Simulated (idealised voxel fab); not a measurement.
Process module, titled voxel air gaps
This is section cut - it's 295 nm across, gridded in 5 nm square cells.
Bands, listed from the top down, are how a cross-section gets written in this document; the cross-section itself is a grid of square cells, and a band is one or more rows of them. The entry gives the band's vertical extent as a top height and a bottom height in nm, then its horizontal make-up as materials from left to right, each with a width in nm. "blank" stands for empty space; a single material marked "everywhere" fills the band edge to edge. Measure heights from 0. That's the level where, below it, the as-received wafer is all one material. The lowest band is bottomless and extends downward; write it as in "0 nm and below". So if you see something like "30..40" for the width, read it as the top row of the band sitting at the first number and the bottom row at the second, with every row in between moving by the same amount as the last. When a step is marked "everything unchanged", none of the cells in the cross-section changed during that step. "Sealed internal voids": sealed empty spaces, 8 cells or more, no open way to top, listed width x height at distance, with distance from the left edge and width, height and distance in nm. The remark found on a step's line after its settings is issued by the simulator itself and pertains to that step. The line of a step may include "overlay nm". On a step with a mask, this value is how far to the right of its planned place the mask lay. A negative value means the mask lay to the left.
HERE'S WHAT THE PLANNED PROCESS STEPS LOOK LIKE
step 1: op RECEIVE | material Si
step 2: op CONFORMAL_DEP | material SiO2 | thk nm 15
step 3: op CONFORMAL_DEP | material SiCN | thk nm 5
step 4: op DIRECTIONAL_DEP | material SiO2 | thk nm 40
step 5: op DIRECTIONAL_DEP | material aC | thk nm 10
step 6: op PATTERN | tone open | mask id LINES | material resist | width nm 15 | pitch nm 45 | thk nm 30 | overlay nm 0
step 7: op DIRECTIONAL_ETCH | etch materials aC | depth nm 10
step 8: op STRIP | etch materials resist
step 9: op DIRECTIONAL_ETCH | etch materials SiO2 | depth nm 40
step 10: op STRIP | etch materials aC
step 11: op CONFORMAL_DEP | material TiN | thk nm 5
step 12: op FILL_DEP | material W | thk nm 5
step 13: op CMP | height nm 60
step 14: op EPI | material Ru | thk nm 10
step 15: op SELECTIVE_ETCH | etch materials SiO2 | depth nm 50
step 16: op CONFORMAL_DEP | material SiCN | thk nm 5
SO, THE FIRST OF OUR TWO WAFERS, RUN JUST AS WE PLANNED IT
CROSS-SECTION: WAFER ON ARRIVAL = AFTER STEP 1
	0 nm and below | Si everywhere
	Sealed internal voids: none
HOW THE WAFER STANDS IN SECTION AFTER STEP 2
	15 nm to 0 nm | SiO2 everywhere
	Beneath the level 0, the cross-section is identical to its previous state.
HOW THE WAFER STANDS IN SECTION AFTER STEP 3
	20 nm to 15 nm | SiCN everywhere
	Beneath the level 15, the cross-section is identical to its previous state.
HOW THE WAFER STANDS IN SECTION AFTER STEP 4
	60 nm to 20 nm | SiO2 everywhere
	Beneath the level 20, the cross-section is identical to its previous state.
HOW THE WAFER STANDS IN SECTION AFTER STEP 5
	70 nm to 60 nm | aC everywhere
	Beneath the level 60, the cross-section is identical to its previous state.
HOW THE WAFER STANDS IN SECTION AFTER STEP 6
	100 nm to 70 nm | 95 nm resist; 15 nm blank; 30 nm resist; 15 nm blank; 30 nm resist; 15 nm blank; 95 nm resist
	Beneath the level 70, the cross-section is identical to its previous state.
HOW THE WAFER STANDS IN SECTION AFTER STEP 7
	90 nm to 70 nm | 95 nm resist; 15 nm blank; 30 nm resist; 15 nm blank; 30 nm resist; 15 nm blank; 95 nm resist
	70 nm to 60 nm | 95 nm aC; 15 nm blank; 30 nm aC; 15 nm blank; 30 nm aC; 15 nm blank; 95 nm aC
	Beneath the level 60, the cross-section is identical to its previous state.
HOW THE WAFER STANDS IN SECTION AFTER STEP 8
	70 nm to 60 nm | 95 nm aC; 15 nm blank; 30 nm aC; 15 nm blank; 30 nm aC; 15 nm blank; 95 nm aC
	Beneath the level 60, the cross-section is identical to its previous state.
HOW THE WAFER STANDS IN SECTION AFTER STEP 9
	70 nm to 60 nm | 95 nm aC; 15 nm blank; 30 nm aC; 15 nm blank; 30 nm aC; 15 nm blank; 95 nm aC
	60 nm to 20 nm | 95 nm SiO2; 15 nm blank; 30 nm SiO2; 15 nm blank; 30 nm SiO2; 15 nm blank; 95 nm SiO2
	Beneath the level 20, the cross-section is identical to its previous state.
HOW THE WAFER STANDS IN SECTION AFTER STEP 10
	60 nm to 20 nm | 95 nm SiO2; 15 nm blank; 30 nm SiO2; 15 nm blank; 30 nm SiO2; 15 nm blank; 95 nm SiO2
	Beneath the level 20, the cross-section is identical to its previous state.
HOW THE WAFER STANDS IN SECTION AFTER STEP 11
	65 nm to 60 nm | 100 nm TiN; 5 nm blank; 40 nm TiN; 5 nm blank; 40 nm TiN; 5 nm blank; 100 nm TiN
	60 nm to 25 nm | 95 nm SiO2; 5 nm TiN; 5 nm blank; 5 nm TiN; 30 nm SiO2; 5 nm TiN; 5 nm blank; 5 nm TiN; 30 nm SiO2; 5 nm TiN; 5 nm blank; 5 nm TiN; 95 nm SiO2
	25 nm to 20 nm | 95 nm SiO2; 15 nm TiN; 30 nm SiO2; 15 nm TiN; 30 nm SiO2; 15 nm TiN; 95 nm SiO2
	Beneath the level 20, the cross-section is identical to its previous state.
HOW THE WAFER STANDS IN SECTION AFTER STEP 12
	70 nm to 65 nm | W everywhere
	65 nm to 60 nm | 100 nm TiN; 5 nm W; 40 nm TiN; 5 nm W; 40 nm TiN; 5 nm W; 100 nm TiN
	60 nm to 25 nm | 95 nm SiO2; 5 nm TiN; 5 nm W; 5 nm TiN; 30 nm SiO2; 5 nm TiN; 5 nm W; 5 nm TiN; 30 nm SiO2; 5 nm TiN; 5 nm W; 5 nm TiN; 95 nm SiO2
	Beneath the level 25, the cross-section is identical to its previous state.
HOW THE WAFER STANDS IN SECTION AFTER STEP 13
	60 nm to 25 nm | 95 nm SiO2; 5 nm TiN; 5 nm W; 5 nm TiN; 30 nm SiO2; 5 nm TiN; 5 nm W; 5 nm TiN; 30 nm SiO2; 5 nm TiN; 5 nm W; 5 nm TiN; 95 nm SiO2
	Beneath the level 25, the cross-section is identical to its previous state.
HOW THE WAFER STANDS IN SECTION AFTER STEP 14
	70 nm to 60 nm | 85 nm blank; 35 nm Ru; 10 nm blank; 35 nm Ru; 10 nm blank; 35 nm Ru; 85 nm blank
	Beneath the level 60, the cross-section is identical to its previous state.
HOW THE WAFER STANDS IN SECTION AFTER STEP 15
	70 nm to 60 nm | 85 nm blank; 35 nm Ru; 10 nm blank; 35 nm Ru; 10 nm blank; 35 nm Ru; 85 nm blank
	60 nm to 25 nm | 95 nm blank; 5 nm TiN; 5 nm W; 5 nm TiN; 30 nm blank; 5 nm TiN; 5 nm W; 5 nm TiN; 30 nm blank; 5 nm TiN; 5 nm W; 5 nm TiN; 95 nm blank
	25 nm to 20 nm | 95 nm blank; 15 nm TiN; 30 nm blank; 15 nm TiN; 30 nm blank; 15 nm TiN; 95 nm blank
	Beneath the level 20, the cross-section is identical to its previous state.
HOW THE WAFER STANDS IN SECTION AFTER STEP 16
	75 nm to 70 nm | 80 nm blank; 135 nm SiCN; 80 nm blank
	70 nm to 60 nm | 80 nm blank; 5 nm SiCN; 35 nm Ru; 10 nm SiCN; 35 nm Ru; 10 nm SiCN; 35 nm Ru; 5 nm SiCN; 80 nm blank
	60 nm to 55 nm | 80 nm blank; 15 nm SiCN; 5 nm TiN; 5 nm W; 5 nm TiN; 30 nm SiCN; 5 nm TiN; 5 nm W; 5 nm TiN; 30 nm SiCN; 5 nm TiN; 5 nm W; 5 nm TiN; 15 nm SiCN; 80 nm blank
	55 nm to 25 nm | 90 nm blank; 5 nm SiCN; 5 nm TiN; 5 nm W; 5 nm TiN; 5 nm SiCN; 20 nm blank; 5 nm SiCN; 5 nm TiN; 5 nm W; 5 nm TiN; 5 nm SiCN; 20 nm blank; 5 nm SiCN; 5 nm TiN; 5 nm W; 5 nm TiN; 5 nm SiCN; 90 nm blank
	25 nm to 20 nm | 95 nm SiCN; 15 nm TiN; 30 nm SiCN; 15 nm TiN; 30 nm SiCN; 15 nm TiN; 95 nm SiCN
	Beneath the level 20, the cross-section is identical to its previous state.
	Sealed internal voids: 20 x 30 at 115; 20 x 30 at 160
SECOND WAFER: SAME START AND SAME PLAN AS THE FIRST, ONE EXECUTION ERROR; IDENTICAL TO THE FIRST THROUGH STEP 13
CROSS-SECTION OF THE SECOND WAFER AT THE TIME BY WHICH STEP 14 SHOULD HAVE BEEN COMPLETED ACCORDING TO THE PLAN
	60 nm to 25 nm | 95 nm blank; 5 nm TiN; 5 nm W; 5 nm TiN; 30 nm blank; 5 nm TiN; 5 nm W; 5 nm TiN; 30 nm blank; 5 nm TiN; 5 nm W; 5 nm TiN; 95 nm blank
	25 nm to 20 nm | 95 nm blank; 15 nm TiN; 30 nm blank; 15 nm TiN; 30 nm blank; 15 nm TiN; 95 nm blank
	Beneath the level 20, the cross-section is identical to its previous state.
CROSS-SECTION OF THE SECOND WAFER AT THE TIME BY WHICH STEP 15 SHOULD HAVE BEEN COMPLETED ACCORDING TO THE PLAN
	70 nm to 60 nm | 85 nm blank; 35 nm Ru; 10 nm blank; 35 nm Ru; 10 nm blank; 35 nm Ru; 85 nm blank
	60 nm to 25 nm | 85 nm blank; 10 nm Ru; 5 nm TiN; 5 nm W; 5 nm TiN; 10 nm Ru; 10 nm blank; 10 nm Ru; 5 nm TiN; 5 nm W; 5 nm TiN; 10 nm Ru; 10 nm blank; 10 nm Ru; 5 nm TiN; 5 nm W; 5 nm TiN; 10 nm Ru; 85 nm blank
	25 nm to 20 nm | 85 nm blank; 10 nm Ru; 15 nm TiN; 10 nm Ru; 10 nm blank; 10 nm Ru; 15 nm TiN; 10 nm Ru; 10 nm blank; 10 nm Ru; 15 nm TiN; 10 nm Ru; 85 nm blank
	Beneath the level 20, the cross-section is identical to its previous state.
CROSS-SECTION OF THE SECOND WAFER AT THE TIME BY WHICH STEP 16 SHOULD HAVE BEEN COMPLETED ACCORDING TO THE PLAN
	75 nm to 70 nm | 80 nm blank; 135 nm SiCN; 80 nm blank
	70 nm to 60 nm | 80 nm blank; 5 nm SiCN; 35 nm Ru; 10 nm SiCN; 35 nm Ru; 10 nm SiCN; 35 nm Ru; 5 nm SiCN; 80 nm blank
	60 nm to 25 nm | 80 nm blank; 5 nm SiCN; 10 nm Ru; 5 nm TiN; 5 nm W; 5 nm TiN; 10 nm Ru; 10 nm SiCN; 10 nm Ru; 5 nm TiN; 5 nm W; 5 nm TiN; 10 nm Ru; 10 nm SiCN; 10 nm Ru; 5 nm TiN; 5 nm W; 5 nm TiN; 10 nm Ru; 5 nm SiCN; 80 nm blank
	25 nm to 20 nm | 85 nm SiCN; 10 nm Ru; 15 nm TiN; 10 nm Ru; 10 nm SiCN; 10 nm Ru; 15 nm TiN; 10 nm Ru; 10 nm SiCN; 10 nm Ru; 15 nm TiN; 10 nm Ru; 85 nm SiCN
	Beneath the level 20, the cross-section is identical to its previous state.
It is concluded that the wafer was processed incorrectly with respect to the plan, in that plan vs actual: 14 and 15 interchanged
End check, counted in cells, second wafer has more or fewer of these materials than the first: Ru: 96 more; SiCN: 24 fewer
Upon completion, the first wafer exhibits 2 closed voids and the second wafer exhibits 0.
